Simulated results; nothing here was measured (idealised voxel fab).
Process module name: voxel self aligned contacts
This is section cut - it's 225 nm across, gridded in 5 nm square cells.
Each cross-section below is a grid of square cells, stated as bands in top-down order, with one or more rows of cells making up each band.
A band entry consists of two parts. The first gives the height of the band's top and the height of its bottom, in nm. The rest lists the band's materials from left to right, each with its width in nm. A single material labelled with the word "throughout" fills the band from edge to edge, and the word "air" marks empty space.
A quick word on heights: they are counted from 0, and under that level the wafer as it came to us is one material throughout. The lowest band is different from the rest in having no bottom; it simply continues downward, written as in "0..down".
Top row gets the first number, bottom row gets the second, and each row in between changes by the same step: that is how a band width like "30 to 40" works.
"no change" -> step changed no cross-section cell.
The entry "Closed empty spaces" lists the empty spaces that cover at least 8 cells and have no open path to the top. Each is written as width x height at distance, where the distance is measured from the left edge and all three values are in nm.
Where a step's line continues beyond its settings, the continuation is a remark by the simulator itself on that step.
overlay nm: for a step with a mask, the amount by which the mask lay right of where it was planned; a negative amount means left of it.

## Process steps (planned)
step 1: RECEIVE: material Si
step 2: OXIDIZE: depth nm 5
step 3: DIRECTIONAL_DEP: material polySi, thk nm 30
step 4: DIRECTIONAL_DEP: material SiN, thk nm 20
step 5: PATTERN: tone cover, mask id GATE, material resist, width nm 35, pitch nm 70, thk nm 20, overlay nm 0
step 6: DIRECTIONAL_ETCH: etch materials SiN, depth nm 20
step 7: DIRECTIONAL_ETCH: etch materials polySi, depth nm 30
step 8: STRIP: etch materials resist
step 9: CONFORMAL_DEP: material SiN, thk nm 5
step 10: DIRECTIONAL_ETCH: etch materials SiN, depth nm 5
step 11: FILL_DEP: material SiO2, thk nm 20
step 12: CMP: height nm 60
step 13: DIRECTIONAL_DEP: material aC, thk nm 10
step 14: PATTERN: tone open, mask id CONTACT, material resist, width nm 55, pitch nm 70, thk nm 25, overlay nm 0
step 15: DIRECTIONAL_ETCH: etch materials aC, depth nm 10
step 16: STRIP: etch materials resist
step 17: DIRECTIONAL_ETCH: etch materials SiO2, depth nm 65
step 18: STRIP: etch materials aC
step 19: CONFORMAL_DEP: material TiN, thk nm 5
step 20: FILL_DEP: material W, thk nm 5
step 21: CMP: height nm 60
step 22: CONFORMAL_DEP: material SiN, thk nm 5

## Cross-section of the wafer as it came to us, i.e., already through step 1
> 0..down = Si throughout
> Closed empty spaces: none

## Cross-sectional result after module completion. Note: starting condition and plan are unchanged from above; one processing mistake was made
> 65..60 = SiN throughout
> 60..50 = SiO2 50 | TiN 5 to 25 | W 45 to 15 | TiN 5 to 15 | SiO2 15 | TiN 5 to 25 | W 45 to 15 | TiN 5 to 15 | SiO2 50
> 50..30 = SiO2 25 | SiN 45 | TiN 5 | W 15 | TiN 5 | SiN 45 | TiN 5 | W 15 | TiN 5 | SiN 45 | SiO2 15
> 30..0 = SiO2 25 | SiN 5 | polySi 35 | SiN 5 | TiN 5 | W 15 | TiN 5 | SiN 5 | polySi 35 | SiN 5 | TiN 5 | W 15 | TiN 5 | SiN 5 | polySi 35 | SiN 5 | SiO2 15
> 0..-5 = SiO2 70 | TiN 25 | SiO2 45 | TiN 25 | SiO2 60
> -5..down = Si throughout
> Closed empty spaces: none
what went wrong: step 5: run off-plan, actual operation and settings PATTERN: tone cover, mask id GATE, material resist, width nm 35, pitch nm 70, thk nm 20, overlay nm 5
